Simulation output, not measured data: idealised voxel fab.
The process module that follows is named voxel capacitor over wiring.
Cross-section cut spans 150 nm and uses square cells 5 nm in size.
When this document writes out a cross-section, it uses a grid of square cells and lists it as bands, beginning at the top and moving down, with a band standing for one or more rows of cells. Per band: top height and bottom height in nm, followed by the left-to-right materials and their widths in nm; "all across" marks a single material spanning edge to edge, "air" marks empty space. Basically, 0 is our baseline, since under it the wafer straight out of the box is all one material. The bottom band has no lower end and keeps on going down, so it looks like "top 0, no bottom". Width spec "30->40" -> top row of cells at first value, bottom row at second value, equal per-row change in between. A step reported as "nothing changed" is a step in which no cell of the cross-section changed. "Sealed void list" lists enclosed empty spaces (at least 8 cells, no open path upward to the top), each as width x height at distance from the left edge, in nm. Past the settings on a step's line: simulator remark, on that step. You can add "overlay nm" to a step's line. For a step with a mask, it describes how far the mask lay to the right of its planned position, and a negative number describes a lay to the left.
Intended process steps:
1) RECEIVE with material Si
2) CONFORMAL_DEP with material SiO2, thk nm 15
3) CONFORMAL_DEP with material SiCN, thk nm 5
4) DIRECTIONAL_DEP with material lowk, thk nm 20
5) DIRECTIONAL_DEP with material aC, thk nm 15
6) PATTERN with tone open, mask id METAL_1, material resist, width nm 20, pitch nm 90, thk nm 35, overlay nm 0
7) DIRECTIONAL_ETCH with etch materials aC, depth nm 15
8) STRIP with etch materials resist
9) DIRECTIONAL_ETCH with etch materials lowk, depth nm 20
10) DIRECTIONAL_ETCH with etch materials SiCN, depth nm 5
11) STRIP with etch materials aC
12) CONFORMAL_DEP with material TiN, thk nm 5
13) FILL_DEP with material Cu, thk nm 10
14) CMP with height nm 40
15) CONFORMAL_DEP with material SiCN, thk nm 5
16) DIRECTIONAL_DEP with material SiO2, thk nm 10
17) DIRECTIONAL_DEP with material aC, thk nm 10
18) PATTERN with tone open, mask id PLUG_1, material resist, width nm 15, thk nm 25, overlay nm 0
19) DIRECTIONAL_ETCH with etch materials aC, depth nm 10
20) STRIP with etch materials resist
21) DIRECTIONAL_ETCH with etch materials SiO2, depth nm 10
22) DIRECTIONAL_ETCH with etch materials SiCN, depth nm 5
23) STRIP with etch materials aC
24) EPI with material Ru, thk nm 10
25) EPI with material Ru, thk nm 5
26) DIRECTIONAL_DEP with material TiN, thk nm 10
27) DIRECTIONAL_DEP with material SiN, thk nm 5
28) DIRECTIONAL_DEP with material TiN, thk nm 10
29) MASKED_ETCH with tone cover, mask id UPPER_PLATE, width nm 75, etch materials TiN, depth nm 10, overlay nm 0
30) MASKED_ETCH with tone cover, mask id UPPER_PLATE, width nm 75, etch materials SiN, depth nm 5, overlay nm 0
31) MASKED_ETCH with tone cover, mask id LOWER_PLATE, width nm 85, etch materials TiN, depth nm 10, overlay nm 0
32) FILL_DEP with material SiO2, thk nm 15
33) CMP with height nm 90
34) MASKED_ETCH with tone open, mask id PLUG_2, width nm 15, etch materials SiO2, depth nm 10, overlay nm 0
35) CONFORMAL_DEP with material TiN, thk nm 5
36) FILL_DEP with material Cu, thk nm 10
37) CMP with height nm 90
38) CONFORMAL_DEP with material SiCN, thk nm 5
Wafer at receipt (post step 1), cross-section:
> top 0, no bottom = Si all across
> Sealed void list: none
One mistake in running the module, otherwise start and plan as above: cross-section at the end:
> top 95, bottom 90 = SiCN all across
> top 90, bottom 85 = SiO2 (35), TiN (5), Cu (5), TiN (5), SiO2 (100)
> top 85, bottom 80 = SiO2 (35), TiN (15), SiO2 (100)
> top 80, bottom 70 = SiO2 (25), TiN (75), SiO2 (50)
> top 70, bottom 65 = SiO2 (25), SiN (75), SiO2 (50)
> top 65, bottom 55 = SiO2 (20), TiN (85), SiO2 (45)
> top 55, bottom 45 = SiO2 (25), Ru (15), SiO2 (110)
> top 45, bottom 40 = SiCN (25), Ru (15), SiCN (110)
> top 40, bottom 20 = lowk (15), TiN (5), Cu (20), TiN (5), lowk (60), TiN (5), Cu (20), TiN (5), lowk (15)
> top 20, bottom 15 = SiCN (15), TiN (30), SiCN (60), TiN (30), SiCN (15)
> top 15, bottom 0 = SiO2 all across
> top 0, no bottom = Si all across
> Sealed void list: none
Against the plan, the run slipped here: not per plan at step 6, really ran PATTERN with tone open, mask id METAL_1, material resist, width nm 30, pitch nm 90, thk nm 35, overlay nm 0
